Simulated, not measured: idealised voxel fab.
Module name: voxel released beams (process module)
The cross-section on display is named cut; it measures 290 nm wide, and its cells are 5 nm squares.
Heads up, the way a cross-section reads in here is a grid of square cells, handed over as bands from the top down, with every band being one or more rows of cells.
What a band's entry tells you: where the top is and where the bottom is, as heights in nm, and after that what lies inside, material by material from left to right, each with its width in nm. Empty space is written as the word "empty", and a single material marked with the word "throughout" occupies the band from edge to edge.
Heads up on the height convention: 0 is the point under which the incoming wafer is all one material, and the lowest band has no bottom, it just keeps going down, like "z 0 and below".
It should be noted that a width expressed as "30 to 40" varies in equal increments from row to row of cells within the band, taking the value of the first number at the top row and that of the second number at the bottom row.
"remains unaltered", as given for a step, is the statement that not any cell of the cross-section underwent a change during that step.
Listed in "Listed closed voids": every empty space of 8 or more cells without an open way to the top. Form: width x height at distance, the distance being from the left edge, all in nm.
What comes after the settings on a step's line is commentary from the simulator itself on that step.
Regarding "overlay nm": on a step with a mask, it is the distance the mask lay to the right of its planned place; a negative value places it to the left.

PLANNED STEP LIST FOR THE PROCESS
1) RECEIVE, material Si
2) CONFORMAL_DEP, material SiN, thk nm 10
3) DIRECTIONAL_DEP, material SiO2, thk nm 10
4) MASKED_ETCH, tone open, mask id ANCHOR, width nm 40, etch materials SiO2, depth nm 10, overlay nm 0
5) CONFORMAL_DEP, material TiN, thk nm 15
6) DIRECTIONAL_DEP, material aC, thk nm 15
7) PATTERN, tone cover, mask id BEAM, material resist, width nm 100, thk nm 35, overlay nm 0
8) DIRECTIONAL_ETCH, etch materials aC, depth nm 15
9) STRIP, etch materials resist
10) DIRECTIONAL_ETCH, etch materials TiN, depth nm 15
11) STRIP, etch materials aC
12) STRIP, etch materials SiO2

CROSS-SECTION: WAFER ON ARRIVAL = AFTER STEP 1
  z 0 and below | Si throughout
  Listed closed voids: none

FIRST WAFER AT THE END, AS PLANNED
  z 35 to 25 | 90 empty; 20 TiN; 10 empty; 70 TiN; 100 empty
  z 25 to 20 | 90 empty; 100 TiN; 100 empty
  z 20 to 10 | 95 empty; 40 TiN; 155 empty
  z 10 to 0 | SiN throughout
  z 0 and below | Si throughout
  Listed closed voids: none

PRESENTED HERE IS A CROSS-SECTION OF THE SECOND OF THE TWO WAFERS AS IT STOOD AT THE END OF THE MODULE. IT WAS STARTED IN THE SAME MANNER AND ASSIGNED THE SAME PLAN AS THE FIRST WAFER; HOWEVER, ONE MISTAKE WAS MADE IN ITS EXECUTION
  z 50 to 35 | 90 empty; 100 TiN; 100 empty
  z 35 to 20 | TiN throughout
  z 20 to 10 | 95 SiO2; 40 TiN; 155 SiO2
  z 10 to 0 | SiN throughout
  z 0 and below | Si throughout
  Listed closed voids: none
What broke from the plan during processing? heads up, step 5 of the plan got done twice
Per the end-of-run cell counts, the second wafer holds more or fewer of some materials than the first: SiO2: 100 more | TiN: 178 more
